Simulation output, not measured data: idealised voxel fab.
process module | voxel transistor to metal
cross-section cut | 295 nm wide | cells 5 nm
A cross-section is a grid of square cells, given in bands from the top down. A band is one or more rows of cells.
Each band's line starts with the height of the band's top and of its bottom, in nm. Then come its materials from left to right, each with its width in nm. One material with "throughout" fills the band from edge to edge. "air" is empty space.
Height 0 is the level under which the wafer as received is all one material. The lowest band goes on downwards, as in "0 down".
A width such as "30 to 40" changes by the same amount from each row of cells to the next, from the band's top row to its bottom row.
"no change" after a step means that no cell of the cross-section changed.
closed voids: empty space of 8 cells or more with no open way to the top, each as width x height at its distance from the left edge, in nm
after a step's settings: what the simulator itself notes on the step
overlay nm, on a step with a mask: how far to the right of its planned place the mask lay; to the left if negative
plan
1 op RECEIVE | material Si
2 op CONFORMAL_DEP | material SiO2 | thk nm 5
3 op CONFORMAL_DEP | material SiN | thk nm 10
4 op DIRECTIONAL_DEP | material aC | thk nm 10
5 op PATTERN | tone cover | mask id ACTIVE | material resist | width nm 85 | pitch nm 120 | thk nm 25 | overlay nm 0
6 op DIRECTIONAL_ETCH | etch materials aC | depth nm 10
7 op STRIP | etch materials resist
8 op DIRECTIONAL_ETCH | etch materials SiN | depth nm 10
9 op DIRECTIONAL_ETCH | etch materials SiO2 | depth nm 5
10 op DIRECTIONAL_ETCH | etch materials Si | depth nm 30
11 op STRIP | etch materials aC
12 op FILL_DEP | material SiO2 | thk nm 10
13 op CMP | height nm 15
14 op SELECTIVE_ETCH | etch materials SiO2 | depth nm 5
15 op STRIP | etch materials SiN
16 op SELECTIVE_ETCH | etch materials SiO2 | depth nm 5
17 op OXIDIZE | depth nm 5
18 op DIRECTIONAL_DEP | material polySi | thk nm 20
19 op DIRECTIONAL_DEP | material SiCN | thk nm 10
20 op MASKED_ETCH | tone cover | mask id GATE | width nm 25 | pitch nm 120 | etch materials SiCN | depth nm 20 | overlay nm 0
21 op MASKED_ETCH | tone cover | mask id GATE | width nm 25 | pitch nm 120 | etch materials polySi | depth nm 30 | overlay nm 0
22 op CONFORMAL_DEP | material SiO2 | thk nm 5
23 op DIRECTIONAL_ETCH | etch materials SiO2 | depth nm 5
24 op CONFORMAL_DEP | material SiN | thk nm 5
25 op DIRECTIONAL_ETCH | etch materials SiN | depth nm 5
26 op DIRECTIONAL_ETCH | etch materials SiO2 | depth nm 5
27 op DIRECTIONAL_ETCH | etch materials Si | depth nm 15
28 op EPI | material nSi | thk nm 15
29 op FILL_DEP | material SiO2 | thk nm 10
30 op CMP | height nm 20
31 op STRIP | etch materials polySi
32 op SELECTIVE_ETCH | etch materials SiO2 | depth nm 5
33 op CONFORMAL_DEP | material HfO2 | thk nm 5
34 op CONFORMAL_DEP | material TiN | thk nm 5
35 op FILL_DEP | material W | thk nm 5
36 op CMP | height nm 15
37 op DIRECTIONAL_DEP | material SiO2 | thk nm 10
38 op MASKED_ETCH | tone open | mask id CONTACT | width nm 15 | etch materials SiO2 | depth nm 15 | overlay nm 0
39 op CONFORMAL_DEP | material TiN | thk nm 5
40 op FILL_DEP | material Ru | thk nm 10
41 op CMP | height nm 25
42 op DIRECTIONAL_DEP | material TiN | thk nm 5
43 op DIRECTIONAL_DEP | material Ru | thk nm 20
44 op DIRECTIONAL_DEP | material aC | thk nm 10
45 op PATTERN | tone cover | mask id METAL_1 | material resist | width nm 15 | thk nm 30 | overlay nm 0
46 op DIRECTIONAL_ETCH | etch materials aC | depth nm 10
47 op STRIP | etch materials resist
48 op DIRECTIONAL_ETCH | etch materials Ru | depth nm 20
49 op DIRECTIONAL_ETCH | etch materials TiN | depth nm 5
50 op STRIP | etch materials aC
51 op CONFORMAL_DEP | material SiCN | thk nm 5
52 op FILL_DEP | material SiO2 | thk nm 10
53 op CMP | height nm 50
54 op CONFORMAL_DEP | material SiCN | thk nm 5
varied across the wafers: width nm of step 5. The plan shows the first wafer's value. All wafers start alike
first wafer as received, after step 1
  0 down: Si throughout
  closed voids: none
first wafer at the end, after step 54
  55 to 50: SiCN throughout
  50 to 30: SiO2 40 | SiCN 5 | Ru 15 | SiCN 5 | SiO2 45 | SiCN 5 | Ru 15 | SiCN 5 | SiO2 25 | SiCN 5 | Ru 15 | SiCN 5 | SiO2 45 | SiCN 5 | Ru 15 | SiCN 5 | SiO2 40
  30 to 25: SiCN 45 | TiN 15 | SiCN 55 | TiN 15 | SiCN 35 | TiN 15 | SiCN 55 | TiN 15 | SiCN 45
  25 to 15: SiO2 45 | TiN 5 | Ru 5 | TiN 5 | SiO2 55 | TiN 5 | Ru 5 | TiN 5 | SiO2 35 | TiN 5 | Ru 5 | TiN 5 | SiO2 55 | TiN 5 | Ru 5 | TiN 5 | SiO2 45
  15 to 10: SiO2 45 | TiN 15 | SiO2 5 | SiN 5 | HfO2 5 | TiN 5 | W 15 | TiN 5 | HfO2 5 | SiN 5 | SiO2 5 | TiN 15 | SiO2 35 | TiN 15 | SiO2 5 | SiN 5 | HfO2 5 | TiN 5 | W 15 | TiN 5 | HfO2 5 | SiN 5 | SiO2 5 | TiN 15 | SiO2 45
  10 to 5: SiO2 45 | nSi 20 | SiN 5 | HfO2 5 | TiN 5 | W 15 | TiN 5 | HfO2 5 | SiN 5 | nSi 20 | SiO2 35 | nSi 20 | SiN 5 | HfO2 5 | TiN 5 | W 15 | TiN 5 | HfO2 5 | SiN 5 | nSi 20 | SiO2 45
  5 to 0: SiO2 45 | SiN 5 | nSi 15 | SiN 5 | HfO2 5 | TiN 25 | HfO2 5 | SiN 5 | nSi 15 | SiN 5 | SiO2 35 | SiN 5 | nSi 15 | SiN 5 | HfO2 5 | TiN 25 | HfO2 5 | SiN 5 | nSi 15 | SiN 5 | SiO2 45
  0 to -5: SiO2 50 | nSi 15 | SiO2 5 | HfO2 35 | SiO2 5 | nSi 15 | SiO2 45 | nSi 15 | SiO2 5 | HfO2 35 | SiO2 5 | nSi 15 | SiO2 50
  -5 to -20: SiO2 45 | Si 5 | nSi 15 | Si 45 | nSi 15 | Si 5 | SiO2 35 | Si 5 | nSi 15 | Si 45 | nSi 15 | Si 5 | SiO2 45
  -20 to -30: SiO2 45 | Si 85 | SiO2 35 | Si 85 | SiO2 45
  -30 down: Si throughout
  closed voids: none
last wafer at the end
  55 to 50: SiCN throughout
  50 to 30: SiO2 40 | SiCN 5 | Ru 15 | SiCN 5 | SiO2 45 | SiCN 5 | Ru 15 | SiCN 5 | SiO2 25 | SiCN 5 | Ru 15 | SiCN 5 | SiO2 45 | SiCN 5 | Ru 15 | SiCN 5 | SiO2 40
  30 to 25: SiCN 45 | TiN 15 | SiCN 55 | TiN 15 | SiCN 35 | TiN 15 | SiCN 55 | TiN 15 | SiCN 45
  25 to 15: SiO2 45 | TiN 5 | Ru 5 | TiN 5 | SiO2 55 | TiN 5 | Ru 5 | TiN 5 | SiO2 35 | TiN 5 | Ru 5 | TiN 5 | SiO2 55 | TiN 5 | Ru 5 | TiN 5 | SiO2 45
  15 to 10: SiO2 45 | TiN 15 | SiO2 5 | SiN 5 | HfO2 5 | TiN 5 | W 15 | TiN 5 | HfO2 5 | SiN 5 | SiO2 5 | TiN 15 | SiO2 35 | TiN 15 | SiO2 5 | SiN 5 | HfO2 5 | TiN 5 | W 15 | TiN 5 | HfO2 5 | SiN 5 | SiO2 5 | TiN 15 | SiO2 45
  10 to 5: SiO2 35 | nSi 30 | SiN 5 | HfO2 5 | TiN 5 | W 15 | TiN 5 | HfO2 5 | SiN 5 | nSi 30 | SiO2 15 | nSi 30 | SiN 5 | HfO2 5 | TiN 5 | W 15 | TiN 5 | HfO2 5 | SiN 5 | nSi 30 | SiO2 35
  5 to 0: SiO2 35 | SiN 5 | nSi 25 | SiN 5 | HfO2 5 | TiN 25 | HfO2 5 | SiN 5 | nSi 25 | SiN 5 | SiO2 15 | SiN 5 | nSi 25 | SiN 5 | HfO2 5 | TiN 25 | HfO2 5 | SiN 5 | nSi 25 | SiN 5 | SiO2 35
  0 to -5: SiO2 40 | nSi 25 | SiO2 5 | HfO2 35 | SiO2 5 | nSi 25 | SiO2 25 | nSi 25 | SiO2 5 | HfO2 35 | SiO2 5 | nSi 25 | SiO2 40
  -5 to -20: SiO2 35 | Si 5 | nSi 25 | Si 45 | nSi 25 | Si 5 | SiO2 15 | Si 5 | nSi 25 | Si 45 | nSi 25 | Si 5 | SiO2 35
  -20 to -30: SiO2 35 | Si 105 | SiO2 15 | Si 105 | SiO2 35
  -30 down: Si throughout
  closed voids: none
each wafer at the end: cells of each material gained (+) or lost (-) since it was received, then its closed voids
width nm 85 | +26 HfO2 | +56 Ru | -220 Si | +138 SiCN | +16 SiN | +487 SiO2 | +58 TiN | +12 W | +76 nSi | closed voids: none
width nm 90 | +26 HfO2 | +56 Ru | -216 Si | +138 SiCN | +16 SiN | +471 SiO2 | +58 TiN | +12 W | +88 nSi | closed voids: none
width nm 95 | +26 HfO2 | +56 Ru | -212 Si | +138 SiCN | +16 SiN | +455 SiO2 | +58 TiN | +12 W | +100 nSi | closed voids: none
width nm 100 | +26 HfO2 | +56 Ru | -208 Si | +138 SiCN | +16 SiN | +439 SiO2 | +58 TiN | +12 W | +112 nSi | closed voids: none
width nm 105 | +26 HfO2 | +56 Ru | -204 Si | +138 SiCN | +16 SiN | +423 SiO2 | +58 TiN | +12 W | +124 nSi | closed voids: none
